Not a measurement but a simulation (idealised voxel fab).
Name of the process module below: voxel capacitor over wiring
Cross-sectional view cut (width: 240 nm; square cell size: 5 nm).
When this document writes out a cross-section, it uses a grid of square cells and lists it as bands, beginning at the top and moving down, with a band standing for one or more rows of cells. Top height, bottom height, nm. Materials left to right, width each, nm. Single material + "edge to edge" = fills band edge to edge. "empty" = empty. Height 0 is the level under which the wafer as received is all one material. The lowest band goes on downwards, as in "0 and below". Think of "30->40" as a width that walks from the first number to the second as you go down the band, top row to bottom row, taking equal-sized steps from row to row. Take "remained unchanged" at face value: in the step it is given for, the cross-section changed in none of its cells. Basically, "Sealed void listing" tells you about the enclosed voids: empty spaces with no open way to the top, 8 cells or bigger, each written width x height at distance, where distance is from the left edge, all in nm. Heads up: the bit after the settings on a step's line is the simulator's remark on that step. overlay nm, on a step with a mask: how far to the right of its planned place the mask lay; to the left if negative.
## plan
1 RECEIVE with material Si
2 CONFORMAL_DEP with material SiO2, thk nm 10
3 CONFORMAL_DEP with material SiCN, thk nm 5
4 DIRECTIONAL_DEP with material lowk, thk nm 20
5 DIRECTIONAL_DEP with material aC, thk nm 10
6 PATTERN with tone open, mask id METAL_1, material resist, width nm 30, pitch nm 80, thk nm 30, overlay nm 0
7 DIRECTIONAL_ETCH with etch materials aC, depth nm 10
8 STRIP with etch materials resist
9 DIRECTIONAL_ETCH with etch materials lowk, depth nm 20
10 DIRECTIONAL_ETCH with etch materials SiCN, depth nm 5
11 STRIP with etch materials aC
12 CONFORMAL_DEP with material TiN, thk nm 5
13 FILL_DEP with material Cu, thk nm 5
14 CMP with height nm 35
15 EPI with material Ru, thk nm 5
16 FILL_DEP with material SiCN, thk nm 5
17 DIRECTIONAL_DEP with material SiO2, thk nm 20
18 DIRECTIONAL_DEP with material aC, thk nm 15
19 PATTERN with tone open, mask id PLUG_1, material resist, width nm 15, thk nm 35, overlay nm 0
20 DIRECTIONAL_ETCH with etch materials aC, depth nm 15
21 STRIP with etch materials resist
22 DIRECTIONAL_ETCH with etch materials SiO2, depth nm 20
23 DIRECTIONAL_ETCH with etch materials SiCN, depth nm 5
24 STRIP with etch materials aC
25 EPI with material Ru, thk nm 10
26 EPI with material Ru, thk nm 10
27 EPI with material Ru, thk nm 5
28 DIRECTIONAL_DEP with material TiN, thk nm 5
29 DIRECTIONAL_DEP with material SiN, thk nm 5
30 DIRECTIONAL_DEP with material TiN, thk nm 10
31 DIRECTIONAL_DEP with material aC, thk nm 15
32 PATTERN with tone cover, mask id UPPER_PLATE, material resist, width nm 55, thk nm 35, overlay nm 0
33 DIRECTIONAL_ETCH with etch materials aC, depth nm 15
34 STRIP with etch materials resist
35 DIRECTIONAL_ETCH with etch materials TiN, depth nm 10
36 DIRECTIONAL_ETCH with etch materials SiN, depth nm 5
37 STRIP with etch materials aC
38 MASKED_ETCH with tone cover, mask id LOWER_PLATE, width nm 65, etch materials TiN, depth nm 5, overlay nm 0
39 FILL_DEP with material SiO2, thk nm 15
40 CMP with height nm 95
41 MASKED_ETCH with tone open, mask id PLUG_2, width nm 15, etch materials SiO2, depth nm 10, overlay nm 0
42 CONFORMAL_DEP with material TiN, thk nm 5
43 FILL_DEP with material Ru, thk nm 5
44 CMP with height nm 95
45 CONFORMAL_DEP with material SiN, thk nm 5
## Wafer as received: cross-section following step 1
* 0 and below | Si edge to edge
* Sealed void listing: none
## Look at the cross-section after the module: the wafer started out the way shown above and the plan was the one shown above, yet one mistake was made along the way
* 100 down to 95 | SiN edge to edge
* 95 down to 90 | SiO2 90 nm, then TiN 5 nm, then Ru 5 nm, then TiN 5 nm, then SiO2 135 nm
* 90 down to 85 | SiO2 90 nm, then TiN 15 nm, then SiO2 135 nm
* 85 down to 75 | SiO2 80 nm, then TiN 55 nm, then SiO2 105 nm
* 75 down to 70 | SiO2 80 nm, then SiN 55 nm, then SiO2 105 nm
* 70 down to 65 | SiO2 75 nm, then TiN 65 nm, then SiO2 100 nm
* 65 down to 45 | SiO2 80 nm, then Ru 15 nm, then SiO2 145 nm
* 45 down to 40 | SiCN 80 nm, then Ru 15 nm, then SiCN 145 nm
* 40 down to 35 | SiCN 60 nm, then Ru 40 nm, then SiCN 40 nm, then Ru 40 nm, then SiCN 60 nm
* 35 down to 15 | lowk 65 nm, then TiN 5 nm, then Cu 20 nm, then TiN 5 nm, then lowk 50 nm, then TiN 5 nm, then Cu 20 nm, then TiN 5 nm, then lowk 65 nm
* 15 down to 10 | SiCN 65 nm, then TiN 30 nm, then SiCN 50 nm, then TiN 30 nm, then SiCN 65 nm
* 10 down to 0 | lowk edge to edge
* 0 and below | Si edge to edge
* Sealed void listing: none
Nonconformance to the process plan: off-plan run, step 2, actual operation and settings CONFORMAL_DEP with material lowk, thk nm 10
